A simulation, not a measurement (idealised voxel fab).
The following is a process module called voxel self aligned contacts.
290 nm wide, 5 nm square cells: that's cross-section cut.
A cross-section is a grid of square cells, given in bands from the top down. A band is one or more rows of cells.
Top height, bottom height, nm. Materials left to right, width each, nm. Single material + "edge to edge" = fills band edge to edge. "blank" = empty.
Height reference: 0 = level under which incoming wafer is all one material. Lowest band: no bottom, runs on downward, e.g. "0 -> down".
A two-number width, for instance "30->40", indicates that the width is equal to the first number in the top row of the band and to the second number in the bottom row, and that it changes by a constant amount per row of cells.
Where a step carries "no change", the cross-section came out of it unchanged, cell for cell.
"Trapped voids" contains a list of empty spaces, each no smaller than 8 cells and without an open way to the top, written in the form width x height at distance with the distance from the left edge and all three in nm.
That trailing text on a step's line, after the settings, is the simulator's own remark on the step.
overlay nm: step with mask; distance mask lay right of planned place; negative value = left of planned place.

So here's the lineup of process steps we planned:
1: RECEIVE,material Si
2: CONFORMAL_DEP,material SiO2,thk nm 5
3: DIRECTIONAL_DEP,material polySi,thk nm 30
4: DIRECTIONAL_DEP,material SiN,thk nm 15
5: DIRECTIONAL_DEP,material aC,thk nm 10
6: PATTERN,tone cover,mask id GATE,material resist,width nm 35,pitch nm 70,thk nm 25,overlay nm 0
7: DIRECTIONAL_ETCH,etch materials aC,depth nm 10
8: STRIP,etch materials resist
9: DIRECTIONAL_ETCH,etch materials SiN,depth nm 15
10: DIRECTIONAL_ETCH,etch materials polySi,depth nm 30
11: STRIP,etch materials aC
12: CONFORMAL_DEP,material SiN,thk nm 5
13: DIRECTIONAL_ETCH,etch materials SiN,depth nm 5
14: FILL_DEP,material SiO2,thk nm 15
15: CMP,height nm 60
16: PATTERN,tone open,mask id CONTACT,material resist,width nm 55,thk nm 15,overlay nm 0
17: DIRECTIONAL_ETCH,etch materials SiO2,depth nm 60
18: STRIP,etch materials resist
19: CONFORMAL_DEP,material TiN,thk nm 5
20: FILL_DEP,material W,thk nm 10
21: CMP,height nm 60
22: CONFORMAL_DEP,material SiN,thk nm 5

The first of a set of two wafers, run to plan:

Here's what the wafer looked like in cross-section when it arrived - that's after step 1:
  0 -> down | Si edge to edge
  Trapped voids: none

Wafer xsec, post step 2:
  5 -> 0 | SiO2 edge to edge
  All layers under 0 are left as they were.

Wafer xsec, post step 3:
  35 -> 5 | polySi edge to edge
  All layers under 5 are left as they were.

Wafer xsec, post step 4:
  50 -> 35 | SiN edge to edge
  All layers under 35 are left as they were.

Wafer xsec, post step 5:
  60 -> 50 | aC edge to edge
  All layers under 50 are left as they were.

Wafer xsec, post step 6:
  85 -> 60 | 90 of blank  35 of resist  35 of blank  35 of resist  95 of blank
  All layers under 60 are left as they were.

Wafer xsec, post step 7:
  75 -> 60 | 90 of blank  35 of resist  35 of blank  35 of resist  95 of blank
  60 -> 50 | 90 of blank  35 of aC  35 of blank  35 of aC  95 of blank
  All layers under 50 are left as they were.

Wafer xsec, post step 8:
  60 -> 50 | 90 of blank  35 of aC  35 of blank  35 of aC  95 of blank
  All layers under 50 are left as they were.

Wafer xsec, post step 9:
  60 -> 50 | 90 of blank  35 of aC  35 of blank  35 of aC  95 of blank
  50 -> 35 | 90 of blank  35 of SiN  35 of blank  35 of SiN  95 of blank
  All layers under 35 are left as they were.

Wafer xsec, post step 10:
  60 -> 50 | 90 of blank  35 of aC  35 of blank  35 of aC  95 of blank
  50 -> 35 | 90 of blank  35 of SiN  35 of blank  35 of SiN  95 of blank
  35 -> 5 | 90 of blank  35 of polySi  35 of blank  35 of polySi  95 of blank
  All layers under 5 are left as they were.

Wafer xsec, post step 11:
  50 -> 35 | 90 of blank  35 of SiN  35 of blank  35 of SiN  95 of blank
  All layers under 35 are left as they were.

Wafer xsec, post step 12:
  55 -> 35 | 85 of blank  45 of SiN  25 of blank  45 of SiN  90 of blank
  35 -> 10 | 85 of blank  5 of SiN  35 of polySi  5 of SiN  25 of blank  5 of SiN  35 of polySi  5 of SiN  90 of blank
  10 -> 5 | 90 of SiN  35 of polySi  35 of SiN  35 of polySi  95 of SiN
  All layers under 5 are left as they were.

Wafer xsec, post step 13:
  50 -> 35 | 85 of blank  45 of SiN  25 of blank  45 of SiN  90 of blank
  35 -> 5 | 85 of blank  5 of SiN  35 of polySi  5 of SiN  25 of blank  5 of SiN  35 of polySi  5 of SiN  90 of blank
  All layers under 5 are left as they were.

Wafer xsec, post step 14:
  65 -> 50 | SiO2 edge to edge
  50 -> 35 | 85 of SiO2  45 of SiN  25 of SiO2  45 of SiN  90 of SiO2
  35 -> 5 | 85 of SiO2  5 of SiN  35 of polySi  5 of SiN  25 of SiO2  5 of SiN  35 of polySi  5 of SiN  90 of SiO2
  All layers under 5 are left as they were.

Wafer xsec, post step 15:
  60 -> 50 | SiO2 edge to edge
  All layers under 50 are left as they were.

Wafer xsec, post step 16:
  75 -> 60 | 115 of resist  55 of blank  120 of resist
  All layers under 60 are left as they were.

Wafer xsec, post step 17:
  75 -> 60 | 115 of resist  55 of blank  120 of resist
  60 -> 50 | 115 of SiO2  55 of blank  120 of SiO2
  50 -> 35 | 85 of SiO2  45 of SiN  25 of blank  45 of SiN  90 of SiO2
  35 -> 5 | 85 of SiO2  5 of SiN  35 of polySi  5 of SiN  25 of blank  5 of SiN  35 of polySi  5 of SiN  90 of SiO2
  5 -> 0 | 130 of SiO2  25 of blank  135 of SiO2
  All layers under 0 are left as they were.

Wafer xsec, post step 18:
  60 -> 50 | 115 of SiO2  55 of blank  120 of SiO2
  All layers under 50 are left as they were.

Wafer xsec, post step 19:
  65 -> 60 | 120 of TiN  45 of blank  125 of TiN
  60 -> 50 | 115 of SiO2  5->20 of TiN  45->15 of blank  5->20 of TiN  120 of SiO2
  50 -> 35 | 85 of SiO2  45 of SiN  5 of TiN  15 of blank  5 of TiN  45 of SiN  90 of SiO2
  35 -> 5 | 85 of SiO2  5 of SiN  35 of polySi  5 of SiN  5 of TiN  15 of blank  5 of TiN  5 of SiN  35 of polySi  5 of SiN  90 of SiO2
  5 -> 0 | 130 of SiO2  25 of TiN  135 of SiO2
  All layers under 0 are left as they were.

Wafer xsec, post step 20:
  75 -> 65 | W edge to edge
  65 -> 60 | 120 of TiN  45 of W  125 of TiN
  60 -> 50 | 115 of SiO2  5->20 of TiN  45->15 of W  5->20 of TiN  120 of SiO2
  50 -> 35 | 85 of SiO2  45 of SiN  5 of TiN  15 of W  5 of TiN  45 of SiN  90 of SiO2
  35 -> 5 | 85 of SiO2  5 of SiN  35 of polySi  5 of SiN  5 of TiN  15 of W  5 of TiN  5 of SiN  35 of polySi  5 of SiN  90 of SiO2
  All layers under 5 are left as they were.

Wafer xsec, post step 21:
  60 -> 50 | 115 of SiO2  5->20 of TiN  45->15 of W  5->20 of TiN  120 of SiO2
  All layers under 50 are left as they were.

Wafer xsec, post step 22:
  65 -> 60 | SiN edge to edge
  All layers under 60 are left as they were.

Second wafer, same starting state and plan as the first, one mistake in the run, identical through step 11:

Cross-section of the second wafer at the time step 12 of the plan should have ended:
  65 -> 35 | 75 of blank  65 of SiN  5 of blank  65 of SiN  80 of blank
  35 -> 20 | 75 of blank  15 of SiN  35 of polySi  15 of SiN  5 of blank  15 of SiN  35 of polySi  15 of SiN  80 of blank
  20 -> 5 | 90 of SiN  35 of polySi  35 of SiN  35 of polySi  95 of SiN
  All layers under 5 are left as they were.

Cross-section of the second wafer at the time step 13 of the plan should have ended:
  60 -> 35 | 75 of blank  65 of SiN  5 of blank  65 of SiN  80 of blank
  35 -> 15 | 75 of blank  15 of SiN  35 of polySi  15 of SiN  5 of blank  15 of SiN  35 of polySi  15 of SiN  80 of blank
  All layers under 15 are left as they were.

Cross-section of the second wafer at the time step 14 of the plan should have ended:
  75 -> 60 | SiO2 edge to edge
  60 -> 35 | 75 of SiO2  65 of SiN  5 of SiO2  65 of SiN  80 of SiO2
  35 -> 15 | 75 of SiO2  15 of SiN  35 of polySi  15 of SiN  5 of SiO2  15 of SiN  35 of polySi  15 of SiN  80 of SiO2
  All layers under 15 are left as they were.

Cross-section of the second wafer at the time step 15 of the plan should have ended:
  60 -> 35 | 75 of SiO2  65 of SiN  5 of SiO2  65 of SiN  80 of SiO2
  All layers under 35 are left as they were.

Cross-section of the second wafer at the time step 16 of the plan should have ended:
  75 -> 60 | 115 of resist  55 of blank  120 of resist
  All layers under 60 are left as they were.

Cross-section of the second wafer at the time step 17 of the plan should have ended:
  75 -> 60 | 115 of resist  55 of blank  120 of resist
  60 -> 35 | 75 of SiO2  65 of SiN  5 of blank  65 of SiN  80 of SiO2
  35 -> 15 | 75 of SiO2  15 of SiN  35 of polySi  15 of SiN  5 of blank  15 of SiN  35 of polySi  15 of SiN  80 of SiO2
  All layers under 15 are left as they were.

Cross-section of the second wafer at the time step 18 of the plan should have ended:
  60 -> 35 | 75 of SiO2  65 of SiN  5 of blank  65 of SiN  80 of SiO2
  All layers under 35 are left as they were.

Cross-section of the second wafer at the time step 19 of the plan should have ended:
  65 -> 60 | TiN edge to edge
  60 -> 35 | 75 of SiO2  65 of SiN  5 of TiN  65 of SiN  80 of SiO2
  35 -> 15 | 75 of SiO2  15 of SiN  35 of polySi  15 of SiN  5 of TiN  15 of SiN  35 of polySi  15 of SiN  80 of SiO2
  All layers under 15 are left as they were.

Cross-section of the second wafer at the time step 20 of the plan should have ended:
  75 -> 65 | W edge to edge
  All layers under 65 are left as they were.

Cross-section of the second wafer at the time step 21 of the plan should have ended:
  60 -> 35 | 75 of SiO2  65 of SiN  5 of TiN  65 of SiN  80 of SiO2
  All layers under 35 are left as they were.

Cross-section of the second wafer at the time step 22 of the plan should have ended:
  65 -> 60 | SiN edge to edge
  All layers under 60 are left as they were.
Heads up, the wafer didn't run the way we planned it: note that step 12 departed from the planned setting and was carried out as CONFORMAL_DEP,material SiN,thk nm 15
Heads up, by the end the second wafer has more or fewer cells of some materials compared to the first: SiN +188; SiO2 -125; TiN -24; W -39
